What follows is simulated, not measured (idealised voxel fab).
process module | voxel spacer lines
cross-section cut | 175 nm wide | cells 5 nm
A cross-section is a grid of square cells, given in bands from the top down. A band is one or more rows of cells.
Each band's line starts with the height of the band's top and of its bottom, in nm. Then come its materials from left to right, each with its width in nm. One material with "throughout" fills the band from edge to edge. "air" is empty space.
Height 0 is the level under which the wafer as received is all one material. The lowest band goes on downwards, as in "0 down".
A width such as "30 to 40" changes by the same amount from each row of cells to the next, from the band's top row to its bottom row.
"no change" after a step means that no cell of the cross-section changed.
closed voids: empty space of 8 cells or more with no open way to the top, each as width x height at its distance from the left edge, in nm
after a step's settings: what the simulator itself notes on the step
overlay nm, on a step with a mask: how far to the right of its planned place the mask lay; to the left if negative
plan
1 op RECEIVE | material Si
2 op CONFORMAL_DEP | material Al2O3 | thk nm 10
3 op DIRECTIONAL_DEP | material W | thk nm 15
4 op DIRECTIONAL_DEP | material polySi | thk nm 30
5 op PATTERN | tone cover | mask id MANDREL | material resist | width nm 15 | pitch nm 50 | thk nm 35 | overlay nm 0
6 op DIRECTIONAL_ETCH | etch materials polySi | depth nm 30
7 op STRIP | etch materials resist
8 op CONFORMAL_DEP | material SiO2 | thk nm 10
9 op DIRECTIONAL_ETCH | etch materials SiO2 | depth nm 10
10 op STRIP | etch materials polySi
11 op DIRECTIONAL_ETCH | etch materials W | depth nm 15
12 op STRIP | etch materials SiO2
13 op FILL_DEP | material lowk | thk nm 10
14 op CMP | height nm 25
as received, after step 1
  0 down: Si throughout
  closed voids: none
first wafer at the end, as planned
  25 to 10: lowk 20 | W 10 | lowk 15 | W 10 | lowk 15 | W 10 | lowk 15 | W 10 | lowk 15 | W 10 | lowk 15 | W 10 | lowk 20
  10 to 0: Al2O3 throughout
  0 down: Si throughout
  closed voids: none
second wafer at the end: like start, like plan, one mistake
  25 to 15: lowk throughout
  15 to 0: lowk 20 | W 10 | lowk 15 | W 10 | lowk 15 | W 10 | lowk 15 | W 10 | lowk 15 | W 10 | lowk 15 | W 10 | lowk 20
  0 down: Si throughout
  closed voids: none
what went wrong: step 2 was left out
at the end the second wafer has, in cells: 70 fewer of Al2O3 | 70 more of lowk
